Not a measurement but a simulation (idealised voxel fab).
Process module name: voxel self aligned contacts
Section shown: cut. Width: 205 nm. Cell size: 5 nm, square.
Cross-section = grid of square cells, listed top down in bands; band = one or more rows.
In this notation a band is specified by the heights of its top and bottom, in that order and in nm, after which its materials appear from left to right, each paired with its width in nm. The word "full width" attached to a single material means that material fills the band from edge to edge; the word "air" stands for empty space.
Beneath 0, the wafer as received is one material, and that level is where height counting begins. The lowest band goes on downward without a bottom; it is written like "0 down".
A width such as "30..40" changes by the same amount from each row of cells to the next, from the band's top row to its bottom row.
"nothing got changed" means the step left every cell of the cross-section as it was.
Any empty space of 8 cells or more lacking an open way to the top shows up in "Enclosed void inventory" as width x height at distance, distance from the left edge, in nm.
Post-settings text on a step line: simulator's own remark regarding the step.
You can add "overlay nm" to a step's line. For a step with a mask, it describes how far the mask lay to the right of its planned position, and a negative number describes a lay to the left.

## plan
step 1: op RECEIVE | material Si
step 2: op OXIDIZE | depth nm 5
step 3: op DIRECTIONAL_DEP | material polySi | thk nm 30
step 4: op DIRECTIONAL_DEP | material SiN | thk nm 20
step 5: op MASKED_ETCH | tone cover | mask id GATE | width nm 25 | pitch nm 50 | etch materials SiN | depth nm 20 | overlay nm 0
step 6: op MASKED_ETCH | tone cover | mask id GATE | width nm 25 | pitch nm 50 | etch materials polySi | depth nm 30 | overlay nm 0
step 7: op CONFORMAL_DEP | material SiN | thk nm 5
step 8: op DIRECTIONAL_ETCH | etch materials SiN | depth nm 5
step 9: op FILL_DEP | material SiO2 | thk nm 10
step 10: op CMP | height nm 55
step 11: op DIRECTIONAL_DEP | material aC | thk nm 10
step 12: op PATTERN | tone open | mask id CONTACT | material resist | width nm 35 | thk nm 25 | overlay nm 0
step 13: op DIRECTIONAL_ETCH | etch materials aC | depth nm 10
step 14: op STRIP | etch materials resist
step 15: op DIRECTIONAL_ETCH | etch materials SiO2 | depth nm 60
step 16: op STRIP | etch materials aC
step 17: op CONFORMAL_DEP | material TiN | thk nm 5
step 18: op FILL_DEP | material W | thk nm 10
step 19: op CMP | height nm 55
step 20: op CONFORMAL_DEP | material SiCN | thk nm 5

## Incoming wafer in cross-section (state: after step 1)
> 0 down | Si full width
> Enclosed void inventory: none

## End-of-module XS, first of two wafers, run as planned
> 60 to 55 | SiCN full width
> 55 to 50 | SiO2: 85  TiN: 15  W: 5  TiN: 15  SiO2: 85
> 50 to 30 | SiO2: 60  SiN: 35  TiN: 5  W: 5  TiN: 5  SiN: 35  SiO2: 60
> 30 to 0 | SiO2: 60  SiN: 5  polySi: 25  SiN: 5  TiN: 5  W: 5  TiN: 5  SiN: 5  polySi: 25  SiN: 5  SiO2: 60
> 0 to -5 | SiO2: 95  TiN: 15  SiO2: 95
> -5 down | Si full width
> Enclosed void inventory: none

## Now the second wafer, cross-sectioned at the end of the module. Nothing different at the start, nothing different in the plan compared with the first, just one mistake when it was actually run
> 60 to 55 | SiCN full width
> 55 to 35 | SiO2: 60  SiN: 5  polySi: 25  SiN: 5  TiN: 5  W: 5  TiN: 5  SiN: 5  polySi: 25  SiN: 5  SiO2: 60
> 35 to 30 | SiO2: 60  SiN: 5  polySi: 25  SiN: 5  TiN: 15  SiN: 5  polySi: 25  SiN: 5  SiO2: 60
> 30 to 0 | polySi full width
> 0 to -5 | SiO2 full width
> -5 down | Si full width
> Enclosed void inventory: none
Which mistake was made when the wafer was run? twice, step 3 of the plan was run
FYI, end of process, the second wafer has more or fewer cells of some materials than the first: SiN: 60 fewer; SiO2: 151 fewer; TiN: 18 fewer; W: 7 fewer; polySi: 236 more
